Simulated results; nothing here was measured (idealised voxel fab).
The following process module bears the name voxel ribs on slabs.
Displayed cross-section: cut, width of 190 nm, square cells sized 5 nm.
Each cross-section below is a grid of square cells, stated as bands in top-down order, with one or more rows of cells making up each band. What a band's entry tells you: where the top is and where the bottom is, as heights in nm, and after that what lies inside, material by material from left to right, each with its width in nm. Empty space is written as the word "empty", and a single material marked with the word "full width" occupies the band from edge to edge. Beneath 0, the wafer as received is one material, and that level is where height counting begins. The lowest band goes on downward without a bottom; it is written like "0 nm and below". Read "30->40" as a graded width: first number on top, second number at the bottom, same change between each pair of neighbouring rows. The designation "no modification", where it is given for a processing step, indicates that no cell of the cross-section was altered in the course of that step. Voids not open to the top, 8 cells minimum: see "Closed void entries". Written width x height at distance; distance is from the left edge; nm. after a step's settings: what the simulator itself notes on the step. Steps that use a mask can have "overlay nm" on their line. It says how far the mask sat to the right of where it was meant to be. Negative means to the left.
**Process steps (planned)**
1. RECEIVE [material Si]
2. DIRECTIONAL_DEP [material SiO2] [thk nm 30]
3. DIRECTIONAL_DEP [material SiN] [thk nm 25]
4. MASKED_ETCH [tone cover] [mask id RIB] [width nm 20] [etch materials SiN] [depth nm 15] [overlay nm 0]
5. MASKED_ETCH [tone cover] [mask id SLAB] [width nm 50] [etch materials SiN] [depth nm 10] [overlay nm 0]
6. FILL_DEP [material SiO2] [thk nm 15]
7. CMP [height nm 65]
8. DIRECTIONAL_DEP [material TiN] [thk nm 10]
9. PATTERN [tone cover] [mask id HEATER] [material resist] [width nm 30] [thk nm 20] [overlay nm 0]
10. DIRECTIONAL_ETCH [etch materials TiN] [depth nm 10]
11. STRIP [etch materials resist]
12. CONFORMAL_DEP [material SiN] [thk nm 10]
**First of the two wafers, run per plan**
**Received-state cross-section, reflecting completion of step 1**
* 0 nm and below  Si full width
* Closed void entries: none
**Once step 2 is through, the wafer looks like this in cross-section**
* 30 nm to 0 nm  SiO2 full width
* Everything below 0 is unchanged.
**Once step 3 is through, the wafer looks like this in cross-section**
* 55 nm to 30 nm  SiN full width
* Everything below 30 is unchanged.
**Once step 4 is through, the wafer looks like this in cross-section**
* 55 nm to 40 nm  empty (85)  SiN (20)  empty (85)
* Everything below 40 is unchanged.
**Once step 5 is through, the wafer looks like this in cross-section**
* 55 nm to 40 nm  empty (85)  SiN (20)  empty (85)
* 40 nm to 30 nm  empty (70)  SiN (50)  empty (70)
* Everything below 30 is unchanged.
**Once step 6 is through, the wafer looks like this in cross-section**
* 70 nm to 55 nm  SiO2 full width
* 55 nm to 40 nm  SiO2 (85)  SiN (20)  SiO2 (85)
* 40 nm to 30 nm  SiO2 (70)  SiN (50)  SiO2 (70)
* Everything below 30 is unchanged.
**Once step 7 is through, the wafer looks like this in cross-section**
* 65 nm to 55 nm  SiO2 full width
* Everything below 55 is unchanged.
**Once step 8 is through, the wafer looks like this in cross-section**
* 75 nm to 65 nm  TiN full width
* Everything below 65 is unchanged.
**Once step 9 is through, the wafer looks like this in cross-section**
* 95 nm to 75 nm  empty (80)  resist (30)  empty (80)
* Everything below 75 is unchanged.
**Once step 10 is through, the wafer looks like this in cross-section**
* 95 nm to 75 nm  empty (80)  resist (30)  empty (80)
* 75 nm to 65 nm  empty (80)  TiN (30)  empty (80)
* Everything below 65 is unchanged.
**Once step 11 is through, the wafer looks like this in cross-section**
* 75 nm to 65 nm  empty (80)  TiN (30)  empty (80)
* Everything below 65 is unchanged.
**Once step 12 is through, the wafer looks like this in cross-section**
* 85 nm to 75 nm  empty (70)  SiN (50)  empty (70)
* 75 nm to 65 nm  SiN (80)  TiN (30)  SiN (80)
* Everything below 65 is unchanged.
**Wafer two of two - same starting point, same process plan, one mistake in execution; matches wafer one up to and including step 8**
**Cross-section: second wafer, time at which step 9 was scheduled to end**
* 95 nm to 75 nm  resist (80)  empty (30)  resist (80)
* Everything below 75 is unchanged.
**Cross-section: second wafer, time at which step 10 was scheduled to end**
* 95 nm to 75 nm  resist (80)  empty (30)  resist (80)
* 75 nm to 65 nm  TiN (80)  empty (30)  TiN (80)
* Everything below 65 is unchanged.
**Cross-section: second wafer, time at which step 11 was scheduled to end**
* 75 nm to 65 nm  TiN (80)  empty (30)  TiN (80)
* Everything below 65 is unchanged.
**Cross-section: second wafer, time at which step 12 was scheduled to end**
* 85 nm to 75 nm  SiN (90)  empty (10)  SiN (90)
* 75 nm to 65 nm  TiN (80)  SiN (30)  TiN (80)
* Everything below 65 is unchanged.
Deviation noted in wafer processing: step 9 went in with a setting other than planned; the actual run was PATTERN [tone open] [mask id HEATER] [material resist] [width nm 30] [thk nm 20] [overlay nm 0]
At the finish, the second wafer shows more or fewer cells for some materials than the first does: +52 TiN
